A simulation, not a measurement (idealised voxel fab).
The document below concerns the process module designated voxel self aligned vias.
For reference, the cross-section in this document is cut, with width 145 nm and square cells of 5 nm.
Throughout this document, each cross-section is represented as a grid of square cells and is presented as a sequence of bands enumerated from the top downward, where a band comprises one or more rows of cells. Top, bottom (nm), then materials left to right with widths (nm); lone material tagged "throughout" fills the whole band edge to edge; "empty" = empty space. Measure heights from 0. That's the level where, below it, the as-received wafer is all one material. The lowest band is bottomless and extends downward; write it as in "from 0 down". A width given as "30..40" starts at the first number in the band's top row and ends at the second number in its bottom row, shifting by an equal amount at every step from row to row. Where the words "left unchanged" appear for a step, the cross-section shows no cell changed by that step; every cell remained as before. "Closed void register" means: voids of 8 cells or more that are shut off from the top with no open way through. Written width x height at distance, distance from the left edge, in nm. On each step's line, the part that comes after the settings is the simulator's own comment on the step. A step line may carry the setting "overlay nm", which, for steps involving a mask, states the distance by which the mask lay to the right of its intended position; negative values denote displacement to the left.
BELOW IS THE LIST OF PLANNED PROCESS STEPS
1: RECEIVE,material Si
2: CONFORMAL_DEP,material SiO2,thk nm 15
3: CONFORMAL_DEP,material SiCN,thk nm 5
4: DIRECTIONAL_DEP,material SiO2,thk nm 20
5: DIRECTIONAL_DEP,material aC,thk nm 15
6: PATTERN,tone open,mask id LINES,material resist,width nm 25,pitch nm 65,thk nm 35,overlay nm 0
7: DIRECTIONAL_ETCH,etch materials aC,depth nm 15
8: STRIP,etch materials resist
9: DIRECTIONAL_ETCH,etch materials SiO2,depth nm 20
10: STRIP,etch materials aC
11: CONFORMAL_DEP,material TiN,thk nm 5
12: FILL_DEP,material Ru,thk nm 5
13: CMP,height nm 40
14: SELECTIVE_ETCH,etch materials W Ru TiN,depth nm 5
15: FILL_DEP,material SiN,thk nm 5
16: CMP,height nm 40
17: DIRECTIONAL_DEP,material SiO2,thk nm 20
18: DIRECTIONAL_DEP,material aC,thk nm 10
19: PATTERN,tone open,mask id VIAS,material resist,width nm 45,thk nm 25,overlay nm 0
20: DIRECTIONAL_ETCH,etch materials aC,depth nm 10
21: STRIP,etch materials resist
22: DIRECTIONAL_ETCH,etch materials SiO2,depth nm 20
23: DIRECTIONAL_ETCH,etch materials SiN,depth nm 5
24: STRIP,etch materials aC
25: CONFORMAL_DEP,material TiN,thk nm 5
26: FILL_DEP,material W,thk nm 10
27: CMP,height nm 60
28: CONFORMAL_DEP,material SiN,thk nm 5
FIRST WAFER OF TWO (RUN AS PLANNED)
CROSS-SECTION OF THE INCOMING WAFER, STATE AFTER STEP 1
- from 0 down = Si throughout
- Closed void register: none
ONCE STEP 2 IS THROUGH, THE WAFER LOOKS LIKE THIS IN CROSS-SECTION
- from 15 to 0 = SiO2 throughout
- Everything below 0 is unchanged.
ONCE STEP 3 IS THROUGH, THE WAFER LOOKS LIKE THIS IN CROSS-SECTION
- from 20 to 15 = SiCN throughout
- Everything below 15 is unchanged.
ONCE STEP 4 IS THROUGH, THE WAFER LOOKS LIKE THIS IN CROSS-SECTION
- from 40 to 20 = SiO2 throughout
- Everything below 20 is unchanged.
ONCE STEP 5 IS THROUGH, THE WAFER LOOKS LIKE THIS IN CROSS-SECTION
- from 55 to 40 = aC throughout
- Everything below 40 is unchanged.
ONCE STEP 6 IS THROUGH, THE WAFER LOOKS LIKE THIS IN CROSS-SECTION
- from 90 to 55 = resist 25 / empty 25 / resist 40 / empty 25 / resist 30
- Everything below 55 is unchanged.
ONCE STEP 7 IS THROUGH, THE WAFER LOOKS LIKE THIS IN CROSS-SECTION
- from 75 to 55 = resist 25 / empty 25 / resist 40 / empty 25 / resist 30
- from 55 to 40 = aC 25 / empty 25 / aC 40 / empty 25 / aC 30
- Everything below 40 is unchanged.
ONCE STEP 8 IS THROUGH, THE WAFER LOOKS LIKE THIS IN CROSS-SECTION
- from 55 to 40 = aC 25 / empty 25 / aC 40 / empty 25 / aC 30
- Everything below 40 is unchanged.
ONCE STEP 9 IS THROUGH, THE WAFER LOOKS LIKE THIS IN CROSS-SECTION
- from 55 to 40 = aC 25 / empty 25 / aC 40 / empty 25 / aC 30
- from 40 to 20 = SiO2 25 / empty 25 / SiO2 40 / empty 25 / SiO2 30
- Everything below 20 is unchanged.
ONCE STEP 10 IS THROUGH, THE WAFER LOOKS LIKE THIS IN CROSS-SECTION
- from 40 to 20 = SiO2 25 / empty 25 / SiO2 40 / empty 25 / SiO2 30
- Everything below 20 is unchanged.
ONCE STEP 11 IS THROUGH, THE WAFER LOOKS LIKE THIS IN CROSS-SECTION
- from 45 to 40 = TiN 30 / empty 15 / TiN 50 / empty 15 / TiN 35
- from 40 to 25 = SiO2 25 / TiN 5 / empty 15 / TiN 5 / SiO2 40 / TiN 5 / empty 15 / TiN 5 / SiO2 30
- from 25 to 20 = SiO2 25 / TiN 25 / SiO2 40 / TiN 25 / SiO2 30
- Everything below 20 is unchanged.
ONCE STEP 12 IS THROUGH, THE WAFER LOOKS LIKE THIS IN CROSS-SECTION
- from 50 to 45 = Ru throughout
- from 45 to 40 = TiN 30 / Ru 15 / TiN 50 / Ru 15 / TiN 35
- from 40 to 25 = SiO2 25 / TiN 5 / Ru 15 / TiN 5 / SiO2 40 / TiN 5 / Ru 15 / TiN 5 / SiO2 30
- Everything below 25 is unchanged.
ONCE STEP 13 IS THROUGH, THE WAFER LOOKS LIKE THIS IN CROSS-SECTION
- from 40 to 25 = SiO2 25 / TiN 5 / Ru 15 / TiN 5 / SiO2 40 / TiN 5 / Ru 15 / TiN 5 / SiO2 30
- Everything below 25 is unchanged.
ONCE STEP 14 IS THROUGH, THE WAFER LOOKS LIKE THIS IN CROSS-SECTION
- from 40 to 35 = SiO2 25 / empty 25 / SiO2 40 / empty 25 / SiO2 30
- Everything below 35 is unchanged.
ONCE STEP 15 IS THROUGH, THE WAFER LOOKS LIKE THIS IN CROSS-SECTION
- from 45 to 40 = SiN throughout
- from 40 to 35 = SiO2 25 / SiN 25 / SiO2 40 / SiN 25 / SiO2 30
- Everything below 35 is unchanged.
ONCE STEP 16 IS THROUGH, THE WAFER LOOKS LIKE THIS IN CROSS-SECTION
- from 40 to 35 = SiO2 25 / SiN 25 / SiO2 40 / SiN 25 / SiO2 30
- Everything below 35 is unchanged.
ONCE STEP 17 IS THROUGH, THE WAFER LOOKS LIKE THIS IN CROSS-SECTION
- from 60 to 40 = SiO2 throughout
- Everything below 40 is unchanged.
ONCE STEP 18 IS THROUGH, THE WAFER LOOKS LIKE THIS IN CROSS-SECTION
- from 70 to 60 = aC throughout
- Everything below 60 is unchanged.
ONCE STEP 19 IS THROUGH, THE WAFER LOOKS LIKE THIS IN CROSS-SECTION
- from 95 to 70 = resist 15 / empty 45 / resist 85
- Everything below 70 is unchanged.
ONCE STEP 20 IS THROUGH, THE WAFER LOOKS LIKE THIS IN CROSS-SECTION
- from 85 to 70 = resist 15 / empty 45 / resist 85
- from 70 to 60 = aC 15 / empty 45 / aC 85
- Everything below 60 is unchanged.
ONCE STEP 21 IS THROUGH, THE WAFER LOOKS LIKE THIS IN CROSS-SECTION
- from 70 to 60 = aC 15 / empty 45 / aC 85
- Everything below 60 is unchanged.
ONCE STEP 22 IS THROUGH, THE WAFER LOOKS LIKE THIS IN CROSS-SECTION
- from 70 to 60 = aC 15 / empty 45 / aC 85
- from 60 to 40 = SiO2 15 / empty 45 / SiO2 85
- Everything below 40 is unchanged.
ONCE STEP 23 IS THROUGH, THE WAFER LOOKS LIKE THIS IN CROSS-SECTION
- from 70 to 60 = aC 15 / empty 45 / aC 85
- from 60 to 40 = SiO2 15 / empty 45 / SiO2 85
- from 40 to 35 = SiO2 25 / empty 25 / SiO2 40 / SiN 25 / SiO2 30
- Everything below 35 is unchanged.
ONCE STEP 24 IS THROUGH, THE WAFER LOOKS LIKE THIS IN CROSS-SECTION
- from 60 to 40 = SiO2 15 / empty 45 / SiO2 85
- Everything below 40 is unchanged.
ONCE STEP 25 IS THROUGH, THE WAFER LOOKS LIKE THIS IN CROSS-SECTION
- from 65 to 60 = TiN 20 / empty 35 / TiN 90
- from 60 to 45 = SiO2 15 / TiN 5 / empty 35 / TiN 5 / SiO2 85
- from 45 to 40 = SiO2 15 / TiN 15 / empty 15 / TiN 15 / SiO2 85
- from 40 to 35 = SiO2 25 / TiN 25 / SiO2 40 / SiN 25 / SiO2 30
- Everything below 35 is unchanged.
ONCE STEP 26 IS THROUGH, THE WAFER LOOKS LIKE THIS IN CROSS-SECTION
- from 75 to 65 = W throughout
- from 65 to 60 = TiN 20 / W 35 / TiN 90
- from 60 to 45 = SiO2 15 / TiN 5 / W 35 / TiN 5 / SiO2 85
- from 45 to 40 = SiO2 15 / TiN 15 / W 15 / TiN 15 / SiO2 85
- Everything below 40 is unchanged.
ONCE STEP 27 IS THROUGH, THE WAFER LOOKS LIKE THIS IN CROSS-SECTION
- from 60 to 45 = SiO2 15 / TiN 5 / W 35 / TiN 5 / SiO2 85
- Everything below 45 is unchanged.
ONCE STEP 28 IS THROUGH, THE WAFER LOOKS LIKE THIS IN CROSS-SECTION
- from 65 to 60 = SiN throughout
- Everything below 60 is unchanged.
THE SECOND WAFER: IDENTICAL TO THE FIRST AT THE OUTSET AND IN ITS PLANNED SEQUENCE, DIFFERING ONLY IN THAT ONE MISTAKE WAS MADE DURING PROCESSING; UP TO AND INCLUDING STEP 18, ITS PATH IS THE FIRST WAFER'S PATH
LOOK AT THE SECOND WAFER IN CROSS-SECTION AT THE TIME STEP 19 OUGHT TO HAVE FINISHED
- from 95 to 70 = resist 20 / empty 35 / resist 90
- Everything below 70 is unchanged.
LOOK AT THE SECOND WAFER IN CROSS-SECTION AT THE TIME STEP 20 OUGHT TO HAVE FINISHED
- from 85 to 70 = resist 20 / empty 35 / resist 90
- from 70 to 60 = aC 20 / empty 35 / aC 90
- Everything below 60 is unchanged.
LOOK AT THE SECOND WAFER IN CROSS-SECTION AT THE TIME STEP 21 OUGHT TO HAVE FINISHED
- from 70 to 60 = aC 20 / empty 35 / aC 90
- Everything below 60 is unchanged.
LOOK AT THE SECOND WAFER IN CROSS-SECTION AT THE TIME STEP 22 OUGHT TO HAVE FINISHED
- from 70 to 60 = aC 20 / empty 35 / aC 90
- from 60 to 40 = SiO2 20 / empty 35 / SiO2 90
- Everything below 40 is unchanged.
LOOK AT THE SECOND WAFER IN CROSS-SECTION AT THE TIME STEP 23 OUGHT TO HAVE FINISHED
- from 70 to 60 = aC 20 / empty 35 / aC 90
- from 60 to 40 = SiO2 20 / empty 35 / SiO2 90
- from 40 to 35 = SiO2 25 / empty 25 / SiO2 40 / SiN 25 / SiO2 30
- Everything below 35 is unchanged.
LOOK AT THE SECOND WAFER IN CROSS-SECTION AT THE TIME STEP 24 OUGHT TO HAVE FINISHED
- from 60 to 40 = SiO2 20 / empty 35 / SiO2 90
- Everything below 40 is unchanged.
LOOK AT THE SECOND WAFER IN CROSS-SECTION AT THE TIME STEP 25 OUGHT TO HAVE FINISHED
- from 65 to 60 = TiN 25 / empty 25 / TiN 95
- from 60 to 45 = SiO2 20 / TiN 5 / empty 25 / TiN 5 / SiO2 90
- from 45 to 40 = SiO2 20 / TiN 10 / empty 15 / TiN 10 / SiO2 90
- from 40 to 35 = SiO2 25 / TiN 25 / SiO2 40 / SiN 25 / SiO2 30
- Everything below 35 is unchanged.
LOOK AT THE SECOND WAFER IN CROSS-SECTION AT THE TIME STEP 26 OUGHT TO HAVE FINISHED
- from 75 to 65 = W throughout
- from 65 to 60 = TiN 25 / W 25 / TiN 95
- from 60 to 45 = SiO2 20 / TiN 5 / W 25 / TiN 5 / SiO2 90
- from 45 to 40 = SiO2 20 / TiN 10 / W 15 / TiN 10 / SiO2 90
- Everything below 40 is unchanged.
LOOK AT THE SECOND WAFER IN CROSS-SECTION AT THE TIME STEP 27 OUGHT TO HAVE FINISHED
- from 60 to 45 = SiO2 20 / TiN 5 / W 25 / TiN 5 / SiO2 90
- Everything below 45 is unchanged.
LOOK AT THE SECOND WAFER IN CROSS-SECTION AT THE TIME STEP 28 OUGHT TO HAVE FINISHED
- from 65 to 60 = SiN throughout
- Everything below 60 is unchanged.
The mistake made against the process plan was this: step 19 went in with a setting other than planned; the actual run was PATTERN,tone open,mask id VIAS,material resist,width nm 35,thk nm 25,overlay nm 0
Final tally in cells, some materials are higher or lower on the second wafer than on the first: +8 SiO2, -2 TiN, -6 W
